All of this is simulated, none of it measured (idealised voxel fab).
Process module heading - voxel self aligned contacts
Xsec cut, 285 nm wide, square cell size 5 nm.
Just so we're on the same page, the cross-sections are grids of square cells, and they're listed out in bands top to bottom, each band one or more rows deep. Basically the band line says how high the top is and how high the bottom is, in nm, and then what's in it from left to right, every material with its width in nm. Empty space shows up as "air", and if a single material carries "throughout" it runs the full band edge to edge. Where do heights start? At 0: under that level the wafer as delivered is made of one material only. And the lowest band has no floor; it just carries on downward, as in "0 -> down". Width: "30 to 40" (first number = top row, second number = bottom row, same change from row to row of cells). You'll sometimes find "nothing changed" written for a step, and that's the way of saying that nowhere in the cross-section did a cell change during that step. Enclosed voids (no open way to top), threshold 8 cells or more, entry "Fully sealed voids", notation width x height at distance, distance from left edge, nm. If you see something after the settings on a step's line, that's the simulator's own remark about that step. On any step carrying a mask, the "overlay nm" setting, if present on the step's line, tells how far right of its planned place the mask lay; negative values point to the left.
List of planned process steps:
| 1 | RECEIVE (material Si) |
| 2 | OXIDIZE (depth nm 5) |
| 3 | DIRECTIONAL_DEP (material polySi; thk nm 30) |
| 4 | DIRECTIONAL_DEP (material SiN; thk nm 20) |
| 5 | MASKED_ETCH (tone cover; mask id GATE; width nm 25; pitch nm 60; etch materials SiN; depth nm 20; overlay nm 0) |
| 6 | MASKED_ETCH (tone cover; mask id GATE; width nm 25; pitch nm 60; etch materials polySi; depth nm 30; overlay nm 0) |
| 7 | CONFORMAL_DEP (material SiN; thk nm 5) |
| 8 | DIRECTIONAL_ETCH (etch materials SiN; depth nm 5) |
| 9 | FILL_DEP (material SiO2; thk nm 15) |
| 10 | CMP (height nm 60) |
| 11 | DIRECTIONAL_DEP (material aC; thk nm 10) |
| 12 | PATTERN (tone open; mask id CONTACT; material resist; width nm 45; thk nm 30; overlay nm 0) |
| 13 | DIRECTIONAL_ETCH (etch materials aC; depth nm 10) |
| 14 | STRIP (etch materials resist) |
| 15 | DIRECTIONAL_ETCH (etch materials SiO2; depth nm 65) |
| 16 | STRIP (etch materials aC) |
| 17 | CONFORMAL_DEP (material TiN; thk nm 5) |
| 18 | FILL_DEP (material W; thk nm 10) |
| 19 | CMP (height nm 60) |
| 20 | CONFORMAL_DEP (material SiCN; thk nm 5) |
First of two wafers, processed according to plan:
Cross-section of the incoming wafer, state after step 1:
0 -> down = Si throughout
Fully sealed voids: none
Take a look at the wafer's cross-section after step 2:
0 -> -5 = SiO2 throughout
Below -5, no change.
Take a look at the wafer's cross-section after step 3:
30 -> 0 = polySi throughout
Below 0, no change.
Take a look at the wafer's cross-section after step 4:
50 -> 30 = SiN throughout
Below 30, no change.
Take a look at the wafer's cross-section after step 5:
50 -> 30 = air (100), SiN (25), air (35), SiN (25), air (100)
Below 30, no change.
Take a look at the wafer's cross-section after step 6:
50 -> 30 = air (100), SiN (25), air (35), SiN (25), air (100)
30 -> 0 = air (100), polySi (25), air (35), polySi (25), air (100)
Below 0, no change.
Take a look at the wafer's cross-section after step 7:
55 -> 30 = air (95), SiN (35), air (25), SiN (35), air (95)
30 -> 5 = air (95), SiN (5), polySi (25), SiN (5), air (25), SiN (5), polySi (25), SiN (5), air (95)
5 -> 0 = SiN (100), polySi (25), SiN (35), polySi (25), SiN (100)
Below 0, no change.
Take a look at the wafer's cross-section after step 8:
50 -> 30 = air (95), SiN (35), air (25), SiN (35), air (95)
30 -> 0 = air (95), SiN (5), polySi (25), SiN (5), air (25), SiN (5), polySi (25), SiN (5), air (95)
Below 0, no change.
Take a look at the wafer's cross-section after step 9:
65 -> 50 = SiO2 throughout
50 -> 30 = SiO2 (95), SiN (35), SiO2 (25), SiN (35), SiO2 (95)
30 -> 0 = SiO2 (95), SiN (5), polySi (25), SiN (5), SiO2 (25), SiN (5), polySi (25), SiN (5), SiO2 (95)
Below 0, no change.
Take a look at the wafer's cross-section after step 10:
60 -> 50 = SiO2 throughout
Below 50, no change.
Take a look at the wafer's cross-section after step 11:
70 -> 60 = aC throughout
Below 60, no change.
Take a look at the wafer's cross-section after step 12:
100 -> 70 = resist (120), air (45), resist (120)
Below 70, no change.
Take a look at the wafer's cross-section after step 13:
90 -> 70 = resist (120), air (45), resist (120)
70 -> 60 = aC (120), air (45), aC (120)
Below 60, no change.
Take a look at the wafer's cross-section after step 14:
70 -> 60 = aC (120), air (45), aC (120)
Below 60, no change.
Take a look at the wafer's cross-section after step 15:
70 -> 60 = aC (120), air (45), aC (120)
60 -> 50 = SiO2 (120), air (45), SiO2 (120)
50 -> 30 = SiO2 (95), SiN (35), air (25), SiN (35), SiO2 (95)
30 -> 0 = SiO2 (95), SiN (5), polySi (25), SiN (5), air (25), SiN (5), polySi (25), SiN (5), SiO2 (95)
0 -> -5 = SiO2 (130), air (25), SiO2 (130)
Below -5, no change.
Take a look at the wafer's cross-section after step 16:
60 -> 50 = SiO2 (120), air (45), SiO2 (120)
Below 50, no change.
Take a look at the wafer's cross-section after step 17:
65 -> 60 = TiN (125), air (35), TiN (125)
60 -> 50 = SiO2 (120), TiN (5 to 15), air (35 to 15), TiN (5 to 15), SiO2 (120)
50 -> 30 = SiO2 (95), SiN (35), TiN (5), air (15), TiN (5), SiN (35), SiO2 (95)
30 -> 0 = SiO2 (95), SiN (5), polySi (25), SiN (5), TiN (5), air (15), TiN (5), SiN (5), polySi (25), SiN (5), SiO2 (95)
0 -> -5 = SiO2 (130), TiN (25), SiO2 (130)
Below -5, no change.
Take a look at the wafer's cross-section after step 18:
75 -> 65 = W throughout
65 -> 60 = TiN (125), W (35), TiN (125)
60 -> 50 = SiO2 (120), TiN (5 to 15), W (35 to 15), TiN (5 to 15), SiO2 (120)
50 -> 30 = SiO2 (95), SiN (35), TiN (5), W (15), TiN (5), SiN (35), SiO2 (95)
30 -> 0 = SiO2 (95), SiN (5), polySi (25), SiN (5), TiN (5), W (15), TiN (5), SiN (5), polySi (25), SiN (5), SiO2 (95)
Below 0, no change.
Take a look at the wafer's cross-section after step 19:
60 -> 50 = SiO2 (120), TiN (5 to 15), W (35 to 15), TiN (5 to 15), SiO2 (120)
Below 50, no change.
Take a look at the wafer's cross-section after step 20:
65 -> 60 = SiCN throughout
Below 60, no change.
Second wafer. Start and plan as for the first. One mistake made in running. Agrees with the first up to and including step 2:
Second wafer, section view, time point: scheduled end of step 3:
60 -> 0 = polySi throughout
Below 0, no change.
Second wafer, section view, time point: scheduled end of step 4:
80 -> 60 = SiN throughout
Below 60, no change.
Second wafer, section view, time point: scheduled end of step 5:
80 -> 60 = air (100), SiN (25), air (35), SiN (25), air (100)
Below 60, no change.
Second wafer, section view, time point: scheduled end of step 6:
80 -> 60 = air (100), SiN (25), air (35), SiN (25), air (100)
60 -> 30 = air (100), polySi (25), air (35), polySi (25), air (100)
Below 30, no change.
Second wafer, section view, time point: scheduled end of step 7:
85 -> 60 = air (95), SiN (35), air (25), SiN (35), air (95)
60 -> 35 = air (95), SiN (5), polySi (25), SiN (5), air (25), SiN (5), polySi (25), SiN (5), air (95)
35 -> 30 = SiN (100), polySi (25), SiN (35), polySi (25), SiN (100)
Below 30, no change.
Second wafer, section view, time point: scheduled end of step 8:
80 -> 60 = air (95), SiN (35), air (25), SiN (35), air (95)
60 -> 30 = air (95), SiN (5), polySi (25), SiN (5), air (25), SiN (5), polySi (25), SiN (5), air (95)
Below 30, no change.
Second wafer, section view, time point: scheduled end of step 9:
95 -> 80 = SiO2 throughout
80 -> 60 = SiO2 (95), SiN (35), SiO2 (25), SiN (35), SiO2 (95)
60 -> 30 = SiO2 (95), SiN (5), polySi (25), SiN (5), SiO2 (25), SiN (5), polySi (25), SiN (5), SiO2 (95)
Below 30, no change.
Second wafer, section view, time point: scheduled end of step 10:
60 -> 30 = SiO2 (95), SiN (5), polySi (25), SiN (5), SiO2 (25), SiN (5), polySi (25), SiN (5), SiO2 (95)
Below 30, no change.
Second wafer, section view, time point: scheduled end of step 11:
70 -> 60 = aC throughout
Below 60, no change.
Second wafer, section view, time point: scheduled end of step 12:
100 -> 70 = resist (120), air (45), resist (120)
Below 70, no change.
Second wafer, section view, time point: scheduled end of step 13:
90 -> 70 = resist (120), air (45), resist (120)
70 -> 60 = aC (120), air (45), aC (120)
Below 60, no change.
Second wafer, section view, time point: scheduled end of step 14:
70 -> 60 = aC (120), air (45), aC (120)
Below 60, no change.
Second wafer, section view, time point: scheduled end of step 15:
70 -> 60 = aC (120), air (45), aC (120)
60 -> 30 = SiO2 (95), SiN (5), polySi (25), SiN (5), air (25), SiN (5), polySi (25), SiN (5), SiO2 (95)
Below 30, no change.
Second wafer, section view, time point: scheduled end of step 16:
60 -> 30 = SiO2 (95), SiN (5), polySi (25), SiN (5), air (25), SiN (5), polySi (25), SiN (5), SiO2 (95)
Below 30, no change.
Second wafer, section view, time point: scheduled end of step 17:
65 -> 60 = TiN (135), air (15), TiN (135)
60 -> 35 = SiO2 (95), SiN (5), polySi (25), SiN (5), TiN (5), air (15), TiN (5), SiN (5), polySi (25), SiN (5), SiO2 (95)
35 -> 30 = SiO2 (95), SiN (5), polySi (25), SiN (5), TiN (25), SiN (5), polySi (25), SiN (5), SiO2 (95)
Below 30, no change.
Second wafer, section view, time point: scheduled end of step 18:
75 -> 65 = W throughout
65 -> 60 = TiN (135), W (15), TiN (135)
60 -> 35 = SiO2 (95), SiN (5), polySi (25), SiN (5), TiN (5), W (15), TiN (5), SiN (5), polySi (25), SiN (5), SiO2 (95)
Below 35, no change.
Second wafer, section view, time point: scheduled end of step 19:
60 -> 35 = SiO2 (95), SiN (5), polySi (25), SiN (5), TiN (5), W (15), TiN (5), SiN (5), polySi (25), SiN (5), SiO2 (95)
Below 35, no change.
Second wafer, section view, time point: scheduled end of step 20:
65 -> 60 = SiCN throughout
Below 60, no change.
Deviation from plan: step 3 of the plan was carried out twice
Final difference in cells, second wafer against first, listed per material as more or fewer: -56 SiN, -243 SiO2, -18 TiN, -25 W, +342 polySi
